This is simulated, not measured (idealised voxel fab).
process module | voxel ribs on slabs
cross-section cut | 175 nm wide | cells 5 nm
A cross-section is a grid of square cells, given in bands from the top down. A band is one or more rows of cells.
Each band's line starts with the height of the band's top and of its bottom, in nm. Then come its materials from left to right, each with its width in nm. One material with "throughout" fills the band from edge to edge. "air" is empty space.
Height 0 is the level under which the wafer as received is all one material. The lowest band goes on downwards, as in "0 down".
A width such as "30 to 40" changes by the same amount from each row of cells to the next, from the band's top row to its bottom row.
"no change" after a step means that no cell of the cross-section changed.
closed voids: empty space of 8 cells or more with no open way to the top, each as width x height at its distance from the left edge, in nm
after a step's settings: what the simulator itself notes on the step
overlay nm, on a step with a mask: how far to the right of its planned place the mask lay; to the left if negative
plan
1 op RECEIVE | material Si
2 op DIRECTIONAL_DEP | material SiO2 | thk nm 20
3 op DIRECTIONAL_DEP | material polySi | thk nm 20
4 op PATTERN | tone cover | mask id RIB | material resist | width nm 20 | thk nm 20 | overlay nm 0
5 op DIRECTIONAL_ETCH | etch materials polySi | depth nm 10
6 op STRIP | etch materials resist
7 op MASKED_ETCH | tone cover | mask id SLAB | width nm 50 | etch materials polySi | depth nm 10 | overlay nm 0
8 op FILL_DEP | material SiO2 | thk nm 25
9 op CMP | height nm 60
10 op DIRECTIONAL_DEP | material TiN | thk nm 5
11 op MASKED_ETCH | tone cover | mask id HEATER | width nm 30 | etch materials TiN | depth nm 5 | overlay nm 0
12 op CONFORMAL_DEP | material SiN | thk nm 5
as received, after step 1
  0 down: Si throughout
  closed voids: none
a wafer at the end: this start, this plan, one mistake
  70 to 65: air 65 | SiN 40 | air 70
  65 to 60: SiN 70 | TiN 30 | SiN 75
  60 to 20: SiO2 throughout
  20 to 0: polySi throughout
  0 down: Si throughout
  closed voids: none
what went wrong: steps 2 and 3 were swapped
